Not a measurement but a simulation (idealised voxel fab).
process module | voxel air gaps
cross-section cut | 185 nm wide | cells 5 nm
A cross-section is a grid of square cells, given in bands from the top down. A band is one or more rows of cells.
Each band's line starts with the height of the band's top and of its bottom, in nm. Then come its materials from left to right, each with its width in nm. One material with "throughout" fills the band from edge to edge. "air" is empty space.
Height 0 is the level under which the wafer as received is all one material. The lowest band goes on downwards, as in "0 down".
A width such as "30 to 40" changes by the same amount from each row of cells to the next, from the band's top row to its bottom row.
"no change" after a step means that no cell of the cross-section changed.
closed voids: empty space of 8 cells or more with no open way to the top, each as width x height at its distance from the left edge, in nm
after a step's settings: what the simulator itself notes on the step
overlay nm, on a step with a mask: how far to the right of its planned place the mask lay; to the left if negative
plan
1 op RECEIVE | material Si
2 op CONFORMAL_DEP | material SiO2 | thk nm 15
3 op CONFORMAL_DEP | material SiN | thk nm 5
4 op DIRECTIONAL_DEP | material SiO2 | thk nm 40
5 op PATTERN | tone open | mask id LINES | material resist | width nm 25 | pitch nm 50 | thk nm 15 | overlay nm 0
6 op DIRECTIONAL_ETCH | etch materials SiO2 | depth nm 40
7 op STRIP | etch materials resist
8 op CONFORMAL_DEP | material TiN | thk nm 5
9 op FILL_DEP | material W | thk nm 10
10 op CMP | height nm 60
11 op EPI | material Ru | thk nm 10
12 op SELECTIVE_ETCH | etch materials SiO2 | depth nm 50
13 op CONFORMAL_DEP | material SiCN | thk nm 5
as received, after step 1
  0 down: Si throughout
  closed voids: none
first wafer at the end, as planned
  75 to 70: air 15 | SiCN 155 | air 15
  70 to 60: air 15 | SiCN 5 | Ru 45 | SiCN 5 | Ru 45 | SiCN 5 | Ru 45 | SiCN 5 | air 15
  60 to 55: air 15 | SiCN 15 | TiN 5 | W 15 | TiN 5 | SiCN 25 | TiN 5 | W 15 | TiN 5 | SiCN 25 | TiN 5 | W 15 | TiN 5 | SiCN 15 | air 15
  55 to 25: air 25 | SiCN 5 | TiN 5 | W 15 | TiN 5 | SiCN 5 | air 15 | SiCN 5 | TiN 5 | W 15 | TiN 5 | SiCN 5 | air 15 | SiCN 5 | TiN 5 | W 15 | TiN 5 | SiCN 5 | air 25
  25 to 20: SiCN 30 | TiN 25 | SiCN 25 | TiN 25 | SiCN 25 | TiN 25 | SiCN 30
  20 to 15: SiN throughout
  15 to 0: SiO2 throughout
  0 down: Si throughout
  closed voids: 15 x 30 at 60; 15 x 30 at 110
second wafer at the end: like start, like plan, one mistake
  75 to 70: air 20 | SiCN 150 | air 15
  70 to 60: air 20 | SiCN 5 | Ru 40 | SiCN 10 | Ru 40 | SiCN 10 | Ru 40 | SiCN 5 | air 15
  60 to 55: air 20 | SiCN 15 | TiN 5 | W 10 | TiN 5 | SiCN 30 | TiN 5 | W 10 | TiN 5 | SiCN 30 | TiN 5 | W 10 | TiN 5 | SiCN 15 | air 15
  55 to 25: air 30 | SiCN 5 | TiN 5 | W 10 | TiN 5 | SiCN 5 | air 20 | SiCN 5 | TiN 5 | W 10 | TiN 5 | SiCN 5 | air 20 | SiCN 5 | TiN 5 | W 10 | TiN 5 | SiCN 5 | air 25
  25 to 20: SiCN 35 | TiN 20 | SiCN 30 | TiN 20 | SiCN 30 | TiN 20 | SiCN 30
  20 to 15: SiN throughout
  15 to 0: SiO2 throughout
  0 down: Si throughout
  closed voids: 20 x 30 at 60; 20 x 30 at 110
what went wrong: step 5 ran as: op PATTERN | tone open | mask id LINES | material resist | width nm 20 | pitch nm 50 | thk nm 15 | overlay nm 0
at the end the second wafer has, in cells: 6 fewer of Ru | 8 more of SiCN | 3 fewer of TiN | 21 fewer of W
